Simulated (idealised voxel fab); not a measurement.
Process module, titled voxel capacitor over wiring
This is section cut - it's 220 nm across, gridded in 5 nm square cells.
If you're reading a cross-section in this doc, picture square cells in a grid; it comes to you as bands, top ones listed first down to the bottom, and a band can be one or more rows of cells.
Band: top and bottom heights (nm) first, top before bottom; then materials from left to right, widths in nm. "throughout" marks a sole material filling the band edge to edge. "blank" denotes empty space.
All heights in this document are referenced to 0, defined as the level beneath which the wafer, as received, consists entirely of one material. The lowest band is not bounded below; it extends indefinitely downward and is written in the form "0 nm and below".
When a width is written as two numbers, as in "30 to 40", the first number is the width in the top row of cells of the band and the second is the width in its bottom row, and the width changes by the same amount from each row to the next.
Basically "no alterations made" means that step didn't change any cell in the cross-section.
Voids not open to the top, 8 cells minimum: see "Closed internal cavities". Written width x height at distance; distance is from the left edge; nm.
If you see something after the settings on a step's line, that's the simulator's own remark about that step.
The "overlay nm" setting may appear on a step's line; for a step that uses a mask, it gives how far to the right of its planned position the mask lay, and a negative value indicates the left.

### plan
step 1: RECEIVE,material Si
step 2: CONFORMAL_DEP,material SiO2,thk nm 10
step 3: DIRECTIONAL_DEP,material TiN,thk nm 5
step 4: DIRECTIONAL_DEP,material W,thk nm 15
step 5: DIRECTIONAL_DEP,material aC,thk nm 10
step 6: PATTERN,tone cover,mask id METAL_1,material resist,width nm 20,pitch nm 70,thk nm 30,overlay nm 0
step 7: DIRECTIONAL_ETCH,etch materials aC,depth nm 10
step 8: STRIP,etch materials resist
step 9: DIRECTIONAL_ETCH,etch materials W,depth nm 15
step 10: DIRECTIONAL_ETCH,etch materials TiN,depth nm 5
step 11: STRIP,etch materials aC
step 12: CONFORMAL_DEP,material SiCN,thk nm 5
step 13: FILL_DEP,material SiO2,thk nm 5
step 14: CMP,height nm 30
step 15: CONFORMAL_DEP,material SiCN,thk nm 5
step 16: DIRECTIONAL_DEP,material SiO2,thk nm 15
step 17: MASKED_ETCH,tone open,mask id PLUG_1,width nm 15,etch materials SiO2,depth nm 15,overlay nm 0
step 18: MASKED_ETCH,tone open,mask id PLUG_1,width nm 15,etch materials SiCN,depth nm 5,overlay nm 0
step 19: CONFORMAL_DEP,material TiN,thk nm 5
step 20: FILL_DEP,material Ru,thk nm 5
step 21: CMP,height nm 50
step 22: DIRECTIONAL_DEP,material TiN,thk nm 10
step 23: DIRECTIONAL_DEP,material HfO2,thk nm 5
step 24: DIRECTIONAL_DEP,material TiN,thk nm 5
step 25: PATTERN,tone cover,mask id UPPER_PLATE,material resist,width nm 55,thk nm 15,overlay nm 0
step 26: DIRECTIONAL_ETCH,etch materials TiN,depth nm 5
step 27: DIRECTIONAL_ETCH,etch materials HfO2,depth nm 5
step 28: STRIP,etch materials resist
step 29: DIRECTIONAL_DEP,material aC,thk nm 10
step 30: PATTERN,tone cover,mask id LOWER_PLATE,material resist,width nm 65,thk nm 25,overlay nm 0
step 31: DIRECTIONAL_ETCH,etch materials aC,depth nm 10
step 32: STRIP,etch materials resist
step 33: DIRECTIONAL_ETCH,etch materials TiN,depth nm 10
step 34: STRIP,etch materials aC
step 35: FILL_DEP,material SiO2,thk nm 15
step 36: CMP,height nm 80
step 37: PATTERN,tone open,mask id PLUG_2,material resist,width nm 15,thk nm 20,overlay nm 0
step 38: DIRECTIONAL_ETCH,etch materials SiO2,depth nm 10
step 39: STRIP,etch materials resist
step 40: CONFORMAL_DEP,material TiN,thk nm 5
step 41: FILL_DEP,material Ru,thk nm 10
step 42: CMP,height nm 80
step 43: CONFORMAL_DEP,material SiN,thk nm 5

### The cross-section here shows the wafer as received, i.e. in its state after step 1
	0 nm and below = Si throughout
	Closed internal cavities: none

### The first of two wafers, cross-sectioned at the end of the module, with the run proceeding as planned
	85 nm to 80 nm = SiN throughout
	80 nm to 75 nm = SiO2 80 / TiN 5 / Ru 5 / TiN 5 / SiO2 125
	75 nm to 65 nm = SiO2 80 to 70 / TiN 15 to 55 / SiO2 125 to 95
	65 nm to 60 nm = SiO2 70 / HfO2 55 / SiO2 95
	60 nm to 50 nm = SiO2 65 / TiN 65 / SiO2 90
	50 nm to 35 nm = SiO2 70 / TiN 5 / Ru 5 / TiN 5 / SiO2 135
	35 nm to 30 nm = SiCN 70 / TiN 15 / SiCN 135
	30 nm to 15 nm = SiO2 60 / SiCN 5 / W 20 / SiCN 5 / SiO2 40 / SiCN 5 / W 20 / SiCN 5 / SiO2 60
	15 nm to 10 nm = SiCN 65 / TiN 20 / SiCN 50 / TiN 20 / SiCN 65
	10 nm to 0 nm = SiO2 throughout
	0 nm and below = Si throughout
	Closed internal cavities: none

### What the second wafer looks like in cross-section once the module is done. Its start and its plan matched the first wafer's exactly; what differed was one mistake in how it was run
	85 nm to 80 nm = SiN throughout
	80 nm to 75 nm = SiO2 80 / TiN 5 / Ru 5 / TiN 5 / SiO2 125
	75 nm to 65 nm = SiO2 80 to 70 / TiN 15 to 55 / SiO2 125 to 95
	65 nm to 60 nm = SiO2 70 / HfO2 55 / SiO2 95
	60 nm to 50 nm = SiO2 65 / TiN 65 / SiO2 90
	50 nm to 40 nm = Ru 65 / TiN 5 / SiO2 15 / TiN 5 / Ru 130
	40 nm to 35 nm = TiN 70 / SiO2 15 / TiN 135
	35 nm to 30 nm = SiCN throughout
	30 nm to 15 nm = SiO2 60 / SiCN 5 / W 20 / SiCN 5 / SiO2 40 / SiCN 5 / W 20 / SiCN 5 / SiO2 60
	15 nm to 10 nm = SiCN 65 / TiN 20 / SiCN 50 / TiN 20 / SiCN 65
	10 nm to 0 nm = SiO2 throughout
	0 nm and below = Si throughout
	Closed internal cavities: none
It is concluded that the wafer was processed incorrectly with respect to the plan, in that step 17 went in with a setting other than planned; the actual run was MASKED_ETCH,tone cover,mask id PLUG_1,width nm 15,etch materials SiO2,depth nm 15,overlay nm 0
It is noted that, at the conclusion of processing, the second wafer exhibits a higher or lower cell count for certain materials relative to the first: Ru +75 | SiCN +3 | SiO2 -114 | TiN +36
